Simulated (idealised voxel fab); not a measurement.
Herein follows the process module entitled voxel ribs on slabs.
Xsec cut, 265 nm wide, square cell size 5 nm.
Cross-sections here: square-cell grids, written as top-down lists of bands, a band being one or more rows of cells.
A band entry consists of two parts. The first gives the height of the band's top and the height of its bottom, in nm. The rest lists the band's materials from left to right, each with its width in nm. A single material labelled with the word "full width" fills the band from edge to edge, and the word "empty" marks empty space.
Heights from 0 (as-received wafer is one material below). Bottom band endless downward, as "from 0 down".
It should be noted that a width expressed as "30 to 40" varies in equal increments from row to row of cells within the band, taking the value of the first number at the top row and that of the second number at the bottom row.
Step note "remains unaltered" = no cross-section cell changed.
Entry "Closed void register". Content: empty spaces with no open connection to the top, size 8 cells or greater. Each: width x height at distance. Distance: from left edge. Unit: nm.
If you see something after the settings on a step's line, that's the simulator's own remark about that step.
overlay nm: mask offset rightward from planned place, masked step; negative means leftward offset.

PROCESS STEPS (PLANNED)
1) RECEIVE, material Si
2) DIRECTIONAL_DEP, material SiO2, thk nm 30
3) DIRECTIONAL_DEP, material SiN, thk nm 20
4) PATTERN, tone cover, mask id RIB, material resist, width nm 30, thk nm 20, overlay nm 0
5) DIRECTIONAL_ETCH, etch materials SiN, depth nm 15
6) STRIP, etch materials resist
7) MASKED_ETCH, tone cover, mask id SLAB, width nm 90, etch materials SiN, depth nm 5, overlay nm 0
8) FILL_DEP, material SiO2, thk nm 25
9) CMP, height nm 65
10) DIRECTIONAL_DEP, material TiN, thk nm 10
11) MASKED_ETCH, tone cover, mask id HEATER, width nm 40, etch materials TiN, depth nm 10, overlay nm 0
12) CONFORMAL_DEP, material SiN, thk nm 5

CROSS-SECTION, INCOMING MATERIAL, AFTER STEP 1
  from 0 down | Si full width
  Closed void register: none

CROSS-SECTION: FIRST OF TWO WAFERS, MODULE FINISHED, RUN ACCORDING TO PLAN
  from 80 to 75 | empty: 105; SiN: 50; empty: 110
  from 75 to 70 | empty: 105; SiN: 5; TiN: 40; SiN: 5; empty: 110
  from 70 to 65 | SiN: 110; TiN: 40; SiN: 115
  from 65 to 50 | SiO2 full width
  from 50 to 35 | SiO2: 115; SiN: 30; SiO2: 120
  from 35 to 30 | SiO2: 85; SiN: 90; SiO2: 90
  from 30 to 0 | SiO2 full width
  from 0 down | Si full width
  Closed void register: none

SAME START, SAME PLAN AS THE FIRST WAFER - BUT ONE MISTAKE IN THE RUN. CROSS-SECTION OF THE SECOND OF THE TWO AT THE END OF THE MODULE
  from 80 to 75 | empty: 105; SiN: 50; empty: 110
  from 75 to 70 | empty: 105; SiN: 5; TiN: 40; SiN: 5; empty: 110
  from 70 to 65 | SiN: 110; TiN: 40; SiN: 115
  from 65 to 50 | SiO2 full width
  from 50 to 35 | SiO2: 115; SiN: 30; SiO2: 120
  from 35 to 30 | SiO2: 85; SiN: 95; SiO2: 85
  from 30 to 0 | SiO2 full width
  from 0 down | Si full width
  Closed void register: none
What was done differently from what was planned? step 7 did not use the planned setting and instead ran as MASKED_ETCH, tone cover, mask id SLAB, width nm 95, etch materials SiN, depth nm 5, overlay nm 0
Looking at both finished wafers in cells, the second ends up ahead of or behind the first on some materials: +1 SiN | -1 SiO2
